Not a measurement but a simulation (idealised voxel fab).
process module | voxel trench capacitor
cross-section cut | 285 nm wide | cells 5 nm
A cross-section is a grid of square cells, given in bands from the top down. A band is one or more rows of cells.
Each band's line starts with the height of the band's top and of its bottom, in nm. Then come its materials from left to right, each with its width in nm. One material with "throughout" fills the band from edge to edge. "air" is empty space.
Height 0 is the level under which the wafer as received is all one material. The lowest band goes on downwards, as in "0 down".
A width such as "30 to 40" changes by the same amount from each row of cells to the next, from the band's top row to its bottom row.
"no change" after a step means that no cell of the cross-section changed.
closed voids: empty space of 8 cells or more with no open way to the top, each as width x height at its distance from the left edge, in nm
after a step's settings: what the simulator itself notes on the step
overlay nm, on a step with a mask: how far to the right of its planned place the mask lay; to the left if negative
Each pair below shows a cross-section before one step and the cross-section after it, down to the lowest band that changed. The line under each pair gives the step between them, with its settings. The pairs can come from different runs of this module on the same starting wafer, so a pair continues from the pair above only where its "before" says so.
before
  0 down: Si throughout
  closed voids: none
after
  10 to 0: SiN throughout
  below 0: unchanged
  closed voids: none
the step between: op CONFORMAL_DEP | material SiN | thk nm 10
before: the cross-section after the pair above
after
  25 to 10: resist 105 | air 20 | resist 30 | air 20 | resist 110
  below 10: unchanged
  closed voids: none
the step between: op PATTERN | tone open | mask id TRENCH | material resist | width nm 20 | pitch nm 50 | thk nm 15 | overlay nm 0
before: the cross-section after the pair above
after
  25 to 10: resist 105 | air 20 | resist 30 | air 20 | resist 110
  10 to 0: SiN 105 | air 20 | SiN 30 | air 20 | SiN 110
  below 0: unchanged
  closed voids: none
the step between: op DIRECTIONAL_ETCH | etch materials SiN | depth nm 10
before: the cross-section after the pair above
after
  25 to 10: resist 105 | air 20 | resist 30 | air 20 | resist 110
  10 to 0: SiN 105 | air 20 | SiN 30 | air 20 | SiN 110
  0 to -35: Si 105 | air 20 | Si 30 | air 20 | Si 110
  below -35: unchanged
  closed voids: none
the step between: op DIRECTIONAL_ETCH | etch materials Si | depth nm 35
before: the cross-section after the pair above
after
  10 to 0: SiN 105 | air 20 | SiN 30 | air 20 | SiN 110
  below 0: unchanged
  closed voids: none
the step between: op STRIP | etch materials resist
before: the cross-section after the pair above
after
  15 to 10: SiO2 110 | air 10 | SiO2 40 | air 10 | SiO2 115
  10 to 0: SiN 105 | SiO2 5 | air 10 | SiO2 5 | SiN 30 | SiO2 5 | air 10 | SiO2 5 | SiN 110
  0 to -30: Si 105 | SiO2 5 | air 10 | SiO2 5 | Si 30 | SiO2 5 | air 10 | SiO2 5 | Si 110
  -30 to -35: Si 105 | SiO2 20 | Si 30 | SiO2 20 | Si 110
  below -35: unchanged
  closed voids: none
the step between: op CONFORMAL_DEP | material SiO2 | thk nm 5
before: the cross-section after the pair above
after
  20 to 15: polySi throughout
  15 to 10: SiO2 110 | polySi 10 | SiO2 40 | polySi 10 | SiO2 115
  10 to 0: SiN 105 | SiO2 5 | polySi 10 | SiO2 5 | SiN 30 | SiO2 5 | polySi 10 | SiO2 5 | SiN 110
  0 to -30: Si 105 | SiO2 5 | polySi 10 | SiO2 5 | Si 30 | SiO2 5 | polySi 10 | SiO2 5 | Si 110
  below -30: unchanged
  closed voids: none
the step between: op FILL_DEP | material polySi | thk nm 5
before: the cross-section after the pair above
after
  10 to 0: SiN 105 | SiO2 5 | polySi 10 | SiO2 5 | SiN 30 | SiO2 5 | polySi 10 | SiO2 5 | SiN 110
  below 0: unchanged
  closed voids: none
the step between: op CMP | height nm 10
before
  25 to 10: resist 105 | air 20 | resist 30 | air 20 | resist 110
  10 to 0: SiN 105 | air 20 | SiN 30 | air 20 | SiN 110
  0 down: Si throughout
  closed voids: none
after
  10 to 0: SiN 105 | air 20 | SiN 30 | air 20 | SiN 110
  below 0: unchanged
  closed voids: none
the step between: op STRIP | etch materials resist
before: the cross-section after the pair above
after
  10 to 0: SiN 105 | air 20 | SiN 30 | air 20 | SiN 110
  0 to -35: Si 105 | air 20 | Si 30 | air 20 | Si 110
  below -35: unchanged
  closed voids: none
the step between: op DIRECTIONAL_ETCH | etch materials Si | depth nm 35
before
  0 down: Si throughout
  closed voids: none
after
  5 to 0: SiN throughout
  below 0: unchanged
  closed voids: none
the step between: op CONFORMAL_DEP | material SiN | thk nm 5
before: the cross-section after the pair above
after
  20 to 5: resist 105 | air 20 | resist 30 | air 20 | resist 110
  below 5: unchanged
  closed voids: none
the step between: op PATTERN | tone open | mask id TRENCH | material resist | width nm 20 | pitch nm 50 | thk nm 15 | overlay nm 0
before: the cross-section after the pair above
after
  20 to 5: resist 105 | air 20 | resist 30 | air 20 | resist 110
  5 to 0: SiN 105 | air 20 | SiN 30 | air 20 | SiN 110
  below 0: unchanged
  closed voids: none
the step between: op DIRECTIONAL_ETCH | etch materials SiN | depth nm 10
before: the cross-section after the pair above
after
  20 to 5: resist 105 | air 20 | resist 30 | air 20 | resist 110
  5 to 0: SiN 105 | air 20 | SiN 30 | air 20 | SiN 110
  0 to -35: Si 105 | air 20 | Si 30 | air 20 | Si 110
  below -35: unchanged
  closed voids: none
the step between: op DIRECTIONAL_ETCH | etch materials Si | depth nm 35
before: the cross-section after the pair above
after
  5 to 0: SiN 105 | air 20 | SiN 30 | air 20 | SiN 110
  below 0: unchanged
  closed voids: none
the step between: op STRIP | etch materials resist
before: the cross-section after the pair above
after
  10 to 5: SiO2 110 | air 10 | SiO2 40 | air 10 | SiO2 115
  5 to 0: SiN 105 | SiO2 5 | air 10 | SiO2 5 | SiN 30 | SiO2 5 | air 10 | SiO2 5 | SiN 110
  0 to -30: Si 105 | SiO2 5 | air 10 | SiO2 5 | Si 30 | SiO2 5 | air 10 | SiO2 5 | Si 110
  -30 to -35: Si 105 | SiO2 20 | Si 30 | SiO2 20 | Si 110
  below -35: unchanged
  closed voids: none
the step between: op CONFORMAL_DEP | material SiO2 | thk nm 5
before: the cross-section after the pair above
after
  15 to 10: polySi throughout
  10 to 5: SiO2 110 | polySi 10 | SiO2 40 | polySi 10 | SiO2 115
  5 to 0: SiN 105 | SiO2 5 | polySi 10 | SiO2 5 | SiN 30 | SiO2 5 | polySi 10 | SiO2 5 | SiN 110
  0 to -30: Si 105 | SiO2 5 | polySi 10 | SiO2 5 | Si 30 | SiO2 5 | polySi 10 | SiO2 5 | Si 110
  below -30: unchanged
  closed voids: none
the step between: op FILL_DEP | material polySi | thk nm 5
before: the cross-section after the pair above
after
  10 to 5: SiO2 110 | polySi 10 | SiO2 40 | polySi 10 | SiO2 115
  below 5: unchanged
  closed voids: none
the step between: op CMP | height nm 10
before
  10 to 0: SiN throughout
  0 down: Si throughout
  closed voids: none
after
  25 to 10: resist 110 | air 15 | resist 35 | air 15 | resist 110
  below 10: unchanged
  closed voids: none
the step between: op PATTERN | tone open | mask id TRENCH | material resist | width nm 15 | pitch nm 50 | thk nm 15 | overlay nm 0
before: the cross-section after the pair above
after
  25 to 10: resist 110 | air 15 | resist 35 | air 15 | resist 110
  10 to 0: SiN 110 | air 15 | SiN 35 | air 15 | SiN 110
  below 0: unchanged
  closed voids: none
the step between: op DIRECTIONAL_ETCH | etch materials SiN | depth nm 10
before: the cross-section after the pair above
after
  25 to 10: resist 110 | air 15 | resist 35 | air 15 | resist 110
  10 to 0: SiN 110 | air 15 | SiN 35 | air 15 | SiN 110
  0 to -35: Si 110 | air 15 | Si 35 | air 15 | Si 110
  below -35: unchanged
  closed voids: none
the step between: op DIRECTIONAL_ETCH | etch materials Si | depth nm 35
before: the cross-section after the pair above
after
  10 to 0: SiN 110 | air 15 | SiN 35 | air 15 | SiN 110
  below 0: unchanged
  closed voids: none
the step between: op STRIP | etch materials resist
before: the cross-section after the pair above
after
  15 to 10: SiO2 115 | air 5 | SiO2 45 | air 5 | SiO2 115
  10 to 0: SiN 110 | SiO2 5 | air 5 | SiO2 5 | SiN 35 | SiO2 5 | air 5 | SiO2 5 | SiN 110
  0 to -30: Si 110 | SiO2 5 | air 5 | SiO2 5 | Si 35 | SiO2 5 | air 5 | SiO2 5 | Si 110
  -30 to -35: Si 110 | SiO2 15 | Si 35 | SiO2 15 | Si 110
  below -35: unchanged
  closed voids: none
the step between: op CONFORMAL_DEP | material SiO2 | thk nm 5
before: the cross-section after the pair above
after
  20 to 15: polySi throughout
  15 to 10: SiO2 115 | polySi 5 | SiO2 45 | polySi 5 | SiO2 115
  10 to 0: SiN 110 | SiO2 5 | polySi 5 | SiO2 5 | SiN 35 | SiO2 5 | polySi 5 | SiO2 5 | SiN 110
  0 to -30: Si 110 | SiO2 5 | polySi 5 | SiO2 5 | Si 35 | SiO2 5 | polySi 5 | SiO2 5 | Si 110
  below -30: unchanged
  closed voids: none
the step between: op FILL_DEP | material polySi | thk nm 5
before: the cross-section after the pair above
after
  10 to 0: SiN 110 | SiO2 5 | polySi 5 | SiO2 5 | SiN 35 | SiO2 5 | polySi 5 | SiO2 5 | SiN 110
  below 0: unchanged
  closed voids: none
the step between: op CMP | height nm 10
before
  10 to 0: SiN throughout
  0 down: Si throughout
  closed voids: none
after
  25 to 10: resist 115 | air 20 | resist 30 | air 20 | resist 100
  below 10: unchanged
  closed voids: none
the step between: op PATTERN | tone open | mask id TRENCH | material resist | width nm 20 | pitch nm 50 | thk nm 15 | overlay nm 10
before: the cross-section after the pair above
after
  25 to 10: resist 115 | air 20 | resist 30 | air 20 | resist 100
  10 to 0: SiN 115 | air 20 | SiN 30 | air 20 | SiN 100
  below 0: unchanged
  closed voids: none
the step between: op DIRECTIONAL_ETCH | etch materials SiN | depth nm 10
before: the cross-section after the pair above
after
  25 to 10: resist 115 | air 20 | resist 30 | air 20 | resist 100
  10 to 0: SiN 115 | air 20 | SiN 30 | air 20 | SiN 100
  0 to -35: Si 115 | air 20 | Si 30 | air 20 | Si 100
  below -35: unchanged
  closed voids: none
the step between: op DIRECTIONAL_ETCH | etch materials Si | depth nm 35
before: the cross-section after the pair above
after
  10 to 0: SiN 115 | air 20 | SiN 30 | air 20 | SiN 100
  below 0: unchanged
  closed voids: none
the step between: op STRIP | etch materials resist
before: the cross-section after the pair above
after
  15 to 10: SiO2 120 | air 10 | SiO2 40 | air 10 | SiO2 105
  10 to 0: SiN 115 | SiO2 5 | air 10 | SiO2 5 | SiN 30 | SiO2 5 | air 10 | SiO2 5 | SiN 100
  0 to -30: Si 115 | SiO2 5 | air 10 | SiO2 5 | Si 30 | SiO2 5 | air 10 | SiO2 5 | Si 100
  -30 to -35: Si 115 | SiO2 20 | Si 30 | SiO2 20 | Si 100
  below -35: unchanged
  closed voids: none
the step between: op CONFORMAL_DEP | material SiO2 | thk nm 5
before: the cross-section after the pair above
after
  20 to 15: polySi throughout
  15 to 10: SiO2 120 | polySi 10 | SiO2 40 | polySi 10 | SiO2 105
  10 to 0: SiN 115 | SiO2 5 | polySi 10 | SiO2 5 | SiN 30 | SiO2 5 | polySi 10 | SiO2 5 | SiN 100
  0 to -30: Si 115 | SiO2 5 | polySi 10 | SiO2 5 | Si 30 | SiO2 5 | polySi 10 | SiO2 5 | Si 100
  below -30: unchanged
  closed voids: none
the step between: op FILL_DEP | material polySi | thk nm 5
before: the cross-section after the pair above
after
  10 to 0: SiN 115 | SiO2 5 | polySi 10 | SiO2 5 | SiN 30 | SiO2 5 | polySi 10 | SiO2 5 | SiN 100
  below 0: unchanged
  closed voids: none
the step between: op CMP | height nm 10
before
  0 down: Si throughout
  closed voids: none
after
  10 to 0: SiO2 throughout
  below 0: unchanged
  closed voids: none
the step between: op CONFORMAL_DEP | material SiO2 | thk nm 10
before: the cross-section after the pair above
after
  25 to 10: resist 105 | air 20 | resist 30 | air 20 | resist 110
  below 10: unchanged
  closed voids: none
the step between: op PATTERN | tone open | mask id TRENCH | material resist | width nm 20 | pitch nm 50 | thk nm 15 | overlay nm 0
before: the cross-section after the pair above
after
  10 to 0: SiO2 throughout
  below 0: unchanged
  closed voids: none
the step between: op STRIP | etch materials resist
before: the cross-section after the pair above
after
  15 to 0: SiO2 throughout
  below 0: unchanged
  closed voids: none
the step between: op CONFORMAL_DEP | material SiO2 | thk nm 5
before: the cross-section after the pair above
after
  20 to 15: polySi throughout
  below 15: unchanged
  closed voids: none
the step between: op FILL_DEP | material polySi | thk nm 5
before: the cross-section after the pair above
after
  10 to 0: SiO2 throughout
  below 0: unchanged
  closed voids: none
the step between: op CMP | height nm 10
before
  10 to 0: SiN throughout
  0 down: Si throughout
  closed voids: none
after
  25 to 10: air 105 | resist 20 | air 30 | resist 20 | air 110
  below 10: unchanged
  closed voids: none
the step between: op PATTERN | tone cover | mask id TRENCH | material resist | width nm 20 | pitch nm 50 | thk nm 15 | overlay nm 0
before: the cross-section after the pair above
after
  25 to 10: air 105 | resist 20 | air 30 | resist 20 | air 110
  10 to 0: air 105 | SiN 20 | air 30 | SiN 20 | air 110
  below 0: unchanged
  closed voids: none
the step between: op DIRECTIONAL_ETCH | etch materials SiN | depth nm 10
before: the cross-section after the pair above
after
  25 to 10: air 105 | resist 20 | air 30 | resist 20 | air 110
  10 to 0: air 105 | SiN 20 | air 30 | SiN 20 | air 110
  0 to -35: air 105 | Si 20 | air 30 | Si 20 | air 110
  below -35: unchanged
  closed voids: none
the step between: op DIRECTIONAL_ETCH | etch materials Si | depth nm 35
before: the cross-section after the pair above
after
  10 to 0: air 105 | SiN 20 | air 30 | SiN 20 | air 110
  below 0: unchanged
  closed voids: none
the step between: op STRIP | etch materials resist
before: the cross-section after the pair above
after
  15 to 10: air 100 | SiO2 30 | air 20 | SiO2 30 | air 105
  10 to 0: air 100 | SiO2 5 | SiN 20 | SiO2 5 | air 20 | SiO2 5 | SiN 20 | SiO2 5 | air 105
  0 to -30: air 100 | SiO2 5 | Si 20 | SiO2 5 | air 20 | SiO2 5 | Si 20 | SiO2 5 | air 105
  -30 to -35: SiO2 105 | Si 20 | SiO2 30 | Si 20 | SiO2 110
  below -35: unchanged
  closed voids: none
the step between: op CONFORMAL_DEP | material SiO2 | thk nm 5
before: the cross-section after the pair above
after
  20 to 15: polySi throughout
  15 to 10: polySi 100 | SiO2 30 | polySi 20 | SiO2 30 | polySi 105
  10 to 0: polySi 100 | SiO2 5 | SiN 20 | SiO2 5 | polySi 20 | SiO2 5 | SiN 20 | SiO2 5 | polySi 105
  0 to -30: polySi 100 | SiO2 5 | Si 20 | SiO2 5 | polySi 20 | SiO2 5 | Si 20 | SiO2 5 | polySi 105
  below -30: unchanged
  closed voids: none
the step between: op FILL_DEP | material polySi | thk nm 5
before: the cross-section after the pair above
after
  10 to 0: polySi 100 | SiO2 5 | SiN 20 | SiO2 5 | polySi 20 | SiO2 5 | SiN 20 | SiO2 5 | polySi 105
  below 0: unchanged
  closed voids: none
the step between: op CMP | height nm 10
